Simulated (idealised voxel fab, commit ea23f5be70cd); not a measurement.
Name of the process module below: voxel gate over fins
Displayed cross-section: cut, width of 245 nm, square cells sized 5 nm.
Heads up, the way a cross-section reads in here is a grid of square cells, handed over as bands from the top down, with every band being one or more rows of cells. Read a band's entry like this: the first values are the height of its top and the height of its bottom in nm, and what follows is the sequence of materials from left to right, each with its width in nm. Note that "blank" is empty space, and that a single material marked "throughout" reaches across the band from edge to edge. Heights are measured from 0, the level below which the as-received wafer is all one material; the lowest band has no bottom and continues downward, written as in "from 0 down". Read "30->40" as a graded width: first number on top, second number at the bottom, same change between each pair of neighbouring rows. Where the words "remained the same" appear for a step, the cross-section shows no cell changed by that step; every cell remained as before. "Sealed void listing" means: voids of 8 cells or more that are shut off from the top with no open way through. Written width x height at distance, distance from the left edge, in nm. Text after the settings on a step's line: the simulator's own remark on that step. On any step carrying a mask, the "overlay nm" setting, if present on the step's line, tells how far right of its planned place the mask lay; negative values point to the left.

The process steps that were planned are listed below
step 1: RECEIVE, material Si
step 2: CONFORMAL_DEP, material SiN, thk nm 5
step 3: MASKED_ETCH, tone cover, mask id FINS, width nm 15, pitch nm 35, etch materials SiN, depth nm 5, overlay nm 0
step 4: MASKED_ETCH, tone cover, mask id FINS, width nm 15, pitch nm 35, etch materials Si, depth nm 30, overlay nm 0
step 5: OXIDIZE, depth nm 5
step 6: FILL_DEP, material SiO2, thk nm 15
step 7: CMP, height nm 5
step 8: SELECTIVE_ETCH, etch materials SiO2, depth nm 15
step 9: STRIP, etch materials SiN
step 10: CONFORMAL_DEP, material HfO2, thk nm 5
step 11: CONFORMAL_DEP, material TiN, thk nm 5
step 12: FILL_DEP, material W, thk nm 15
step 13: CMP, height nm 20
step 14: CONFORMAL_DEP, material SiCN, thk nm 10

Cross-section of the wafer as it came to us, i.e., already through step 1
from 0 down | Si throughout
Sealed void listing: none

First of two wafers at the end of the module, shown in cross-section; run carried out as planned
from 30 to 20 | SiCN throughout
from 20 to 10 | W throughout
from 10 to 5 | 75 nm W | 25 nm TiN | 10 nm W | 25 nm TiN | 10 nm W | 25 nm TiN | 75 nm W
from 5 to 0 | 75 nm W | 5 nm TiN | 15 nm HfO2 | 5 nm TiN | 10 nm W | 5 nm TiN | 15 nm HfO2 | 5 nm TiN | 10 nm W | 5 nm TiN | 15 nm HfO2 | 5 nm TiN | 75 nm W
from 0 to -5 | 80 nm TiN | 5 nm HfO2 | 5 nm Si | 5 nm HfO2 | 20 nm TiN | 5 nm HfO2 | 5 nm Si | 5 nm HfO2 | 20 nm TiN | 5 nm HfO2 | 5 nm Si | 5 nm HfO2 | 80 nm TiN
from -5 to -10 | 85 nm HfO2 | 5 nm Si | 30 nm HfO2 | 5 nm Si | 30 nm HfO2 | 5 nm Si | 85 nm HfO2
from -10 to -35 | 85 nm SiO2 | 5 nm Si | 30 nm SiO2 | 5 nm Si | 30 nm SiO2 | 5 nm Si | 85 nm SiO2
from -35 down | Si throughout
Sealed void listing: none

Cross-section, second wafer: same start as the first, same plan as the first, one mistake in running it; taken at the end of the module
from 30 to 20 | SiCN throughout
from 20 to 5 | W throughout
from 5 to 0 | 75 nm W | 25 nm TiN | 10 nm W | 25 nm TiN | 10 nm W | 25 nm TiN | 75 nm W
from 0 to -5 | 80 nm TiN | 15 nm HfO2 | 20 nm TiN | 15 nm HfO2 | 20 nm TiN | 15 nm HfO2 | 80 nm TiN
from -5 to -10 | 85 nm HfO2 | 5 nm Si | 30 nm HfO2 | 5 nm Si | 30 nm HfO2 | 5 nm Si | 85 nm HfO2
from -10 to -35 | 85 nm SiO2 | 5 nm Si | 30 nm SiO2 | 5 nm Si | 30 nm SiO2 | 5 nm Si | 85 nm SiO2
from -35 down | Si throughout
Sealed void listing: none
Deviation noted in wafer processing: no execution of plan step 2; skipped
Final cells, second wafer relative to first, materials higher or lower: -6 HfO2; -3 Si; -6 TiN; +15 W
